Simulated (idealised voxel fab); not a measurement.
The following is a process module called voxel gate over fins.
Square cells of 5 nm make up the cross-section cut, whose width is 195 nm.
Cross-section, as written here: a square-cell grid given band by band from the top down, where a band holds one or more rows of cells.
Read a band's entry like this: the first values are the height of its top and the height of its bottom in nm, and what follows is the sequence of materials from left to right, each with its width in nm. Note that "blank" is empty space, and that a single material marked "everywhere" reaches across the band from edge to edge.
Heads up on the height convention: 0 is the point under which the incoming wafer is all one material, and the lowest band has no bottom, it just keeps going down, like "0 -> down".
Top row gets the first number, bottom row gets the second, and each row in between changes by the same step: that is how a band width like "30->40" works.
No cell of the cross-section changed in a step that is given as "no change".
The entry titled "Closed void list" provides the empty spaces that have no open way to the top, restricted to those of 8 cells or more. Each is presented as width x height at distance, the distance being measured from the left edge, with all three in nm.
What comes after the settings on a step's line is commentary from the simulator itself on that step.
overlay nm: mask offset rightward from planned place, masked step; negative means leftward offset.

[This section lists the process steps that were planned]
1 RECEIVE with material Si
2 CONFORMAL_DEP with material SiN, thk nm 5
3 PATTERN with tone cover, mask id FINS, material resist, width nm 15, pitch nm 40, thk nm 20, overlay nm 0
4 DIRECTIONAL_ETCH with etch materials SiN, depth nm 5
5 DIRECTIONAL_ETCH with etch materials Si, depth nm 35
6 STRIP with etch materials resist
7 OXIDIZE with depth nm 5
8 FILL_DEP with material SiO2, thk nm 15
9 CMP with height nm 5
10 SELECTIVE_ETCH with etch materials SiO2, depth nm 20
11 STRIP with etch materials SiN
12 CONFORMAL_DEP with material HfO2, thk nm 5
13 CONFORMAL_DEP with material TiN, thk nm 5
14 FILL_DEP with material W, thk nm 15
15 CMP with height nm 20
16 CONFORMAL_DEP with material SiCN, thk nm 10

[Below: the first of two wafers, run as planned]

[as received, after step 1]
    0 -> down | Si everywhere
    Closed void list: none

[State of the wafer after step 2, shown in cross-section]
    5 -> 0 | SiN everywhere
    Whatever lies below 0 is exactly as it was before.

[State of the wafer after step 3, shown in cross-section]
    25 -> 5 | 70 blank; 15 resist; 25 blank; 15 resist; 70 blank
    Whatever lies below 5 is exactly as it was before.

[State of the wafer after step 4, shown in cross-section]
    25 -> 5 | 70 blank; 15 resist; 25 blank; 15 resist; 70 blank
    5 -> 0 | 70 blank; 15 SiN; 25 blank; 15 SiN; 70 blank
    Whatever lies below 0 is exactly as it was before.

[State of the wafer after step 5, shown in cross-section]
    25 -> 5 | 70 blank; 15 resist; 25 blank; 15 resist; 70 blank
    5 -> 0 | 70 blank; 15 SiN; 25 blank; 15 SiN; 70 blank
    0 -> -35 | 70 blank; 15 Si; 25 blank; 15 Si; 70 blank
    Whatever lies below -35 is exactly as it was before.

[State of the wafer after step 6, shown in cross-section]
    5 -> 0 | 70 blank; 15 SiN; 25 blank; 15 SiN; 70 blank
    Whatever lies below 0 is exactly as it was before.

[State of the wafer after step 7, shown in cross-section]
    5 -> 0 | 70 blank; 15 SiN; 25 blank; 15 SiN; 70 blank
    0 -> -35 | 70 blank; 5 SiO2; 5 Si; 5 SiO2; 25 blank; 5 SiO2; 5 Si; 5 SiO2; 70 blank
    -35 -> -40 | 75 SiO2; 5 Si; 35 SiO2; 5 Si; 75 SiO2
    Whatever lies below -40 is exactly as it was before.

[State of the wafer after step 8, shown in cross-section]
    20 -> 5 | SiO2 everywhere
    5 -> 0 | 70 SiO2; 15 SiN; 25 SiO2; 15 SiN; 70 SiO2
    0 -> -40 | 75 SiO2; 5 Si; 35 SiO2; 5 Si; 75 SiO2
    Whatever lies below -40 is exactly as it was before.

[State of the wafer after step 9, shown in cross-section]
    5 -> 0 | 70 SiO2; 15 SiN; 25 SiO2; 15 SiN; 70 SiO2
    Whatever lies below 0 is exactly as it was before.

[State of the wafer after step 10, shown in cross-section]
    5 -> 0 | 70 blank; 15 SiN; 25 blank; 15 SiN; 70 blank
    0 -> -15 | 75 blank; 5 Si; 35 blank; 5 Si; 75 blank
    Whatever lies below -15 is exactly as it was before.

[State of the wafer after step 11, shown in cross-section]
    0 -> -15 | 75 blank; 5 Si; 35 blank; 5 Si; 75 blank
    Whatever lies below -15 is exactly as it was before.

[State of the wafer after step 12, shown in cross-section]
    5 -> 0 | 70 blank; 15 HfO2; 25 blank; 15 HfO2; 70 blank
    0 -> -10 | 70 blank; 5 HfO2; 5 Si; 5 HfO2; 25 blank; 5 HfO2; 5 Si; 5 HfO2; 70 blank
    -10 -> -15 | 75 HfO2; 5 Si; 35 HfO2; 5 Si; 75 HfO2
    Whatever lies below -15 is exactly as it was before.

[State of the wafer after step 13, shown in cross-section]
    10 -> 5 | 65 blank; 25 TiN; 15 blank; 25 TiN; 65 blank
    5 -> 0 | 65 blank; 5 TiN; 15 HfO2; 5 TiN; 15 blank; 5 TiN; 15 HfO2; 5 TiN; 65 blank
    0 -> -5 | 65 blank; 5 TiN; 5 HfO2; 5 Si; 5 HfO2; 5 TiN; 15 blank; 5 TiN; 5 HfO2; 5 Si; 5 HfO2; 5 TiN; 65 blank
    -5 -> -10 | 70 TiN; 5 HfO2; 5 Si; 5 HfO2; 25 TiN; 5 HfO2; 5 Si; 5 HfO2; 70 TiN
    Whatever lies below -10 is exactly as it was before.

[State of the wafer after step 14, shown in cross-section]
    25 -> 10 | W everywhere
    10 -> 5 | 65 W; 25 TiN; 15 W; 25 TiN; 65 W
    5 -> 0 | 65 W; 5 TiN; 15 HfO2; 5 TiN; 15 W; 5 TiN; 15 HfO2; 5 TiN; 65 W
    0 -> -5 | 65 W; 5 TiN; 5 HfO2; 5 Si; 5 HfO2; 5 TiN; 15 W; 5 TiN; 5 HfO2; 5 Si; 5 HfO2; 5 TiN; 65 W
    Whatever lies below -5 is exactly as it was before.

[State of the wafer after step 15, shown in cross-section]
    20 -> 10 | W everywhere
    Whatever lies below 10 is exactly as it was before.

[State of the wafer after step 16, shown in cross-section]
    30 -> 20 | SiCN everywhere
    Whatever lies below 20 is exactly as it was before.

[Okay, second wafer. Nothing different at the start, nothing different in the plan, just one mistake somewhere in the running. As far as step 13, counting that step, it's the first wafer all over again]

[Cross-sectional representation of the second wafer at the time designated in the plan for the completion of step 14]
    25 -> 10 | HfO2 everywhere
    10 -> 5 | 65 HfO2; 25 TiN; 15 HfO2; 25 TiN; 65 HfO2
    5 -> 0 | 65 HfO2; 5 TiN; 15 HfO2; 5 TiN; 15 HfO2; 5 TiN; 15 HfO2; 5 TiN; 65 HfO2
    0 -> -5 | 65 HfO2; 5 TiN; 5 HfO2; 5 Si; 5 HfO2; 5 TiN; 15 HfO2; 5 TiN; 5 HfO2; 5 Si; 5 HfO2; 5 TiN; 65 HfO2
    Whatever lies below -5 is exactly as it was before.

[Cross-sectional representation of the second wafer at the time designated in the plan for the completion of step 15]
    20 -> 10 | HfO2 everywhere
    Whatever lies below 10 is exactly as it was before.

[Cross-sectional representation of the second wafer at the time designated in the plan for the completion of step 16]
    30 -> 20 | SiCN everywhere
    Whatever lies below 20 is exactly as it was before.
It is concluded that the wafer was processed incorrectly with respect to the plan, in that step 14 changed vs plan, executed as FILL_DEP with material HfO2, thk nm 15
Upon completion, the second wafer contains, in terms of cells, a greater or smaller amount of certain materials than the first wafer: +165 HfO2; -165 W
